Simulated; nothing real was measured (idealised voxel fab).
Process module, titled voxel capacitor over wiring
We display cut, a cross-section 270 nm in width whose square cells are each 5 nm.
Bands, listed from the top down, are how a cross-section gets written in this document; the cross-section itself is a grid of square cells, and a band is one or more rows of them.
In this notation a band is specified by the heights of its top and bottom, in that order and in nm, after which its materials appear from left to right, each paired with its width in nm. The word "full width" attached to a single material means that material fills the band from edge to edge; the word "empty" stands for empty space.
Measure heights from 0. That's the level where, below it, the as-received wafer is all one material. The lowest band is bottomless and extends downward; write it as in "top 0, no bottom".
A two-number width, for instance "30 to 40", indicates that the width is equal to the first number in the top row of the band and to the second number in the bottom row, and that it changes by a constant amount per row of cells.
"no change occurred" after a step means that no cell of the cross-section changed.
Heads up: "Listed closed voids" only lists the empty pockets with no open path to the top that are 8 cells or more, and it writes them as width x height at distance, distance from the left edge, in nm.
Text after the settings on a step's line: the simulator's own remark on that step.
The "overlay nm" setting may appear on a step's line; for a step that uses a mask, it gives how far to the right of its planned position the mask lay, and a negative value indicates the left.
Listed below are the process steps as planned
1) RECEIVE, material Si
2) CONFORMAL_DEP, material SiO2, thk nm 15
3) DIRECTIONAL_DEP, material TiN, thk nm 5
4) DIRECTIONAL_DEP, material Ru, thk nm 25
5) PATTERN, tone cover, mask id METAL_1, material resist, width nm 20, pitch nm 75, thk nm 15, overlay nm 0
6) DIRECTIONAL_ETCH, etch materials Ru, depth nm 25
7) DIRECTIONAL_ETCH, etch materials TiN, depth nm 5
8) STRIP, etch materials resist
9) CONFORMAL_DEP, material SiN, thk nm 5
10) FILL_DEP, material lowk, thk nm 10
11) CMP, height nm 45
12) CONFORMAL_DEP, material SiCN, thk nm 5
13) DIRECTIONAL_DEP, material lowk, thk nm 10
14) DIRECTIONAL_DEP, material aC, thk nm 10
15) PATTERN, tone open, mask id PLUG_1, material resist, width nm 15, thk nm 25, overlay nm 0
16) DIRECTIONAL_ETCH, etch materials aC, depth nm 10
17) STRIP, etch materials resist
18) DIRECTIONAL_ETCH, etch materials lowk, depth nm 10
19) DIRECTIONAL_ETCH, etch materials SiCN, depth nm 5
20) STRIP, etch materials aC
21) CONFORMAL_DEP, material TiN, thk nm 5
22) FILL_DEP, material Ru, thk nm 10
23) CMP, height nm 60
24) DIRECTIONAL_DEP, material TiN, thk nm 10
25) DIRECTIONAL_DEP, material SiN, thk nm 5
26) DIRECTIONAL_DEP, material TiN, thk nm 10
27) PATTERN, tone cover, mask id UPPER_PLATE, material resist, width nm 60, thk nm 20, overlay nm 0
28) DIRECTIONAL_ETCH, etch materials TiN, depth nm 10
29) DIRECTIONAL_ETCH, etch materials SiN, depth nm 5
30) STRIP, etch materials resist
31) MASKED_ETCH, tone cover, mask id LOWER_PLATE, width nm 70, etch materials TiN, depth nm 10, overlay nm 0
32) FILL_DEP, material SiO2, thk nm 20
33) CMP, height nm 100
34) DIRECTIONAL_DEP, material aC, thk nm 10
35) PATTERN, tone open, mask id PLUG_2, material resist, width nm 15, thk nm 25, overlay nm 0
36) DIRECTIONAL_ETCH, etch materials aC, depth nm 10
37) STRIP, etch materials resist
38) DIRECTIONAL_ETCH, etch materials SiO2, depth nm 15
39) STRIP, etch materials aC
40) CONFORMAL_DEP, material TiN, thk nm 5
41) FILL_DEP, material Ru, thk nm 10
42) CMP, height nm 100
43) CONFORMAL_DEP, material SiN, thk nm 5
So this is the incoming wafer in cross-section - it's already been through step 1
* top 0, no bottom = Si full width
* Listed closed voids: none
Post-module cross-section: identical start and plan to those above, one misstep in execution
* top 105, bottom 100 = SiN full width
* top 100, bottom 90 = SiO2: 100, TiN: 5, Ru: 5, TiN: 5, SiO2: 155
* top 90, bottom 85 = SiO2: 100, TiN: 15, SiO2: 155
* top 85, bottom 75 = SiO2: 90, TiN: 60, SiO2: 120
* top 75, bottom 70 = SiO2: 90, SiN: 60, SiO2: 120
* top 70, bottom 60 = SiO2: 90, TiN: 70, SiO2: 110
* top 60, bottom 50 = lowk: 90, TiN: 5, Ru: 5, TiN: 5, lowk: 165
* top 50, bottom 45 = SiCN: 90, TiN: 15, SiCN: 165
* top 45, bottom 20 = lowk: 80, SiN: 5, Ru: 20, SiN: 5, lowk: 45, SiN: 5, Ru: 20, SiN: 5, lowk: 85
* top 20, bottom 15 = SiN: 85, TiN: 20, SiN: 55, TiN: 20, SiN: 90
* top 15, bottom 0 = SiO2 full width
* top 0, no bottom = Si full width
* Listed closed voids: none
Short version of what went wrong: step 31 ran as: MASKED_ETCH, tone cover, mask id LOWER_PLATE, width nm 70, etch materials TiN, depth nm 10, overlay nm 5
